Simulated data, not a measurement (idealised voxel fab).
voxel transistor to metal: a process module
Square cell edge 5 nm, section width 150 nm, ID cut.
Format of a cross-section: grid, square cells. Given as bands. Order: top down. Band: one or more rows of cells.
Top height, bottom height, nm. Materials left to right, width each, nm. Single material + "everywhere" = fills band edge to edge. "empty" = empty.
For the purposes of this specification, 0 denotes the height below which the wafer in its as-received condition is composed wholly of one material, and the lowermost band, lacking a lower limit, extends downward without end, as expressed in "0 nm and below".
The width entry "30->40" should be interpreted row by row: the top row of cells in the band takes the first number, the bottom row takes the second number, and the change between adjacent rows is uniform throughout.
Step marked "no change occurred"? Then no cell in the cross-section changed in it.
Listed in "Trapped voids": every empty space of 8 or more cells without an open way to the top. Form: width x height at distance, the distance being from the left edge, all in nm.
Post-settings text on a step line: simulator's own remark regarding the step.
"overlay nm" answers the question of how far to the right of plan the mask lay on a step that has a mask, and when it is negative the answer is to the left.
-- Steps in the process plan
1 RECEIVE [material Si]
2 OXIDIZE [depth nm 5]
3 CONFORMAL_DEP [material SiN] [thk nm 15]
4 PATTERN [tone cover] [mask id ACTIVE] [material resist] [width nm 115] [thk nm 15] [overlay nm 0]
5 DIRECTIONAL_ETCH [etch materials SiN] [depth nm 15]
6 DIRECTIONAL_ETCH [etch materials SiO2] [depth nm 5]
7 DIRECTIONAL_ETCH [etch materials Si] [depth nm 35]
8 STRIP [etch materials resist]
9 FILL_DEP [material SiO2] [thk nm 15]
10 CMP [height nm 15]
11 SELECTIVE_ETCH [etch materials SiO2] [depth nm 5]
12 STRIP [etch materials SiN]
13 SELECTIVE_ETCH [etch materials SiO2] [depth nm 5]
14 OXIDIZE [depth nm 5]
15 DIRECTIONAL_DEP [material polySi] [thk nm 30]
16 DIRECTIONAL_DEP [material SiCN] [thk nm 15]
17 DIRECTIONAL_DEP [material aC] [thk nm 15]
18 PATTERN [tone cover] [mask id GATE] [material resist] [width nm 35] [thk nm 35] [overlay nm 0]
19 DIRECTIONAL_ETCH [etch materials aC] [depth nm 15]
20 STRIP [etch materials resist]
21 DIRECTIONAL_ETCH [etch materials SiCN] [depth nm 25]
22 DIRECTIONAL_ETCH [etch materials polySi] [depth nm 40]
23 STRIP [etch materials aC]
24 CONFORMAL_DEP [material SiO2] [thk nm 5]
25 DIRECTIONAL_ETCH [etch materials SiO2] [depth nm 5]
26 CONFORMAL_DEP [material SiN] [thk nm 5]
27 DIRECTIONAL_ETCH [etch materials SiN] [depth nm 5]
28 DIRECTIONAL_ETCH [etch materials SiO2] [depth nm 5]
29 DIRECTIONAL_ETCH [etch materials Si] [depth nm 5]
30 EPI [material nSi] [thk nm 5]
31 FILL_DEP [material SiO2] [thk nm 5]
32 CMP [height nm 25]
33 STRIP [etch materials polySi]
34 SELECTIVE_ETCH [etch materials SiO2] [depth nm 5]
35 CONFORMAL_DEP [material HfO2] [thk nm 5]
36 CONFORMAL_DEP [material TiN] [thk nm 5]
37 FILL_DEP [material W] [thk nm 5]
38 CMP [height nm 20]
39 DIRECTIONAL_DEP [material SiO2] [thk nm 10]
40 MASKED_ETCH [tone open] [mask id CONTACT] [width nm 15] [pitch nm 90] [etch materials SiO2] [depth nm 40] [overlay nm 0]
41 CONFORMAL_DEP [material TiN] [thk nm 5]
42 FILL_DEP [material W] [thk nm 10]
43 CMP [height nm 30]
44 CONFORMAL_DEP [material SiCN] [thk nm 5]
45 DIRECTIONAL_DEP [material lowk] [thk nm 15]
46 PATTERN [tone open] [mask id METAL_1] [material resist] [width nm 15] [pitch nm 90] [thk nm 15] [overlay nm 0]
47 DIRECTIONAL_ETCH [etch materials lowk] [depth nm 15]
48 DIRECTIONAL_ETCH [etch materials SiCN] [depth nm 5]
49 STRIP [etch materials resist]
50 CONFORMAL_DEP [material TiN] [thk nm 5]
51 FILL_DEP [material W] [thk nm 5]
52 CMP [height nm 50]
53 EPI [material Ru] [thk nm 5]
54 FILL_DEP [material SiCN] [thk nm 5]
55 DIRECTIONAL_DEP [material SiO2] [thk nm 30]
56 DIRECTIONAL_DEP [material aC] [thk nm 15]
57 PATTERN [tone open] [mask id METAL_2] [material resist] [width nm 15] [pitch nm 90] [thk nm 35] [overlay nm 0]
58 DIRECTIONAL_ETCH [etch materials aC] [depth nm 15]
59 STRIP [etch materials resist]
60 DIRECTIONAL_ETCH [etch materials SiO2] [depth nm 15]
61 STRIP [etch materials aC]
62 MASKED_ETCH [tone open] [mask id METAL_2_HOLES] [width nm 15] [pitch nm 90] [etch materials SiO2] [depth nm 15] [overlay nm 0]
63 MASKED_ETCH [tone open] [mask id METAL_2_HOLES] [width nm 15] [pitch nm 90] [etch materials SiCN] [depth nm 5] [overlay nm 0]
64 CONFORMAL_DEP [material TiN] [thk nm 5]
65 FILL_DEP [material Cu] [thk nm 10]
66 CMP [height nm 90]
67 CONFORMAL_DEP [material SiCN] [thk nm 5]
The value of width nm given for step 40 in the plan refers to the first wafer; the wafers vary in this setting and are alike at the start.
-- Cross-section of the first of several wafers on receipt, reflecting completion of step 1
  0 nm and below = Si everywhere
  Trapped voids: none
-- Per-wafer rows below. For each material: cells gained (+) or lost (-) since the wafer was received, as of end of module. Then: closed voids
width nm 15; +12 Cu; +19 HfO2; +10 Ru; -112 Si; +98 SiCN; +14 SiN; +308 SiO2; +97 TiN; +38 W; +72 lowk; +14 nSi; Trapped voids: none
width nm 20; +12 Cu; +19 HfO2; +10 Ru; -112 Si; +98 SiCN; +14 SiN; +295 SiO2; +99 TiN; +49 W; +72 lowk; +14 nSi; Trapped voids: none
width nm 25; +12 Cu; +19 HfO2; +10 Ru; -112 Si; +98 SiCN; +14 SiN; +282 SiO2; +101 TiN; +60 W; +72 lowk; +14 nSi; Trapped voids: none
width nm 30; +12 Cu; +19 HfO2; +10 Ru; -112 Si; +98 SiCN; +14 SiN; +267 SiO2; +106 TiN; +70 W; +72 lowk; +14 nSi; Trapped voids: none
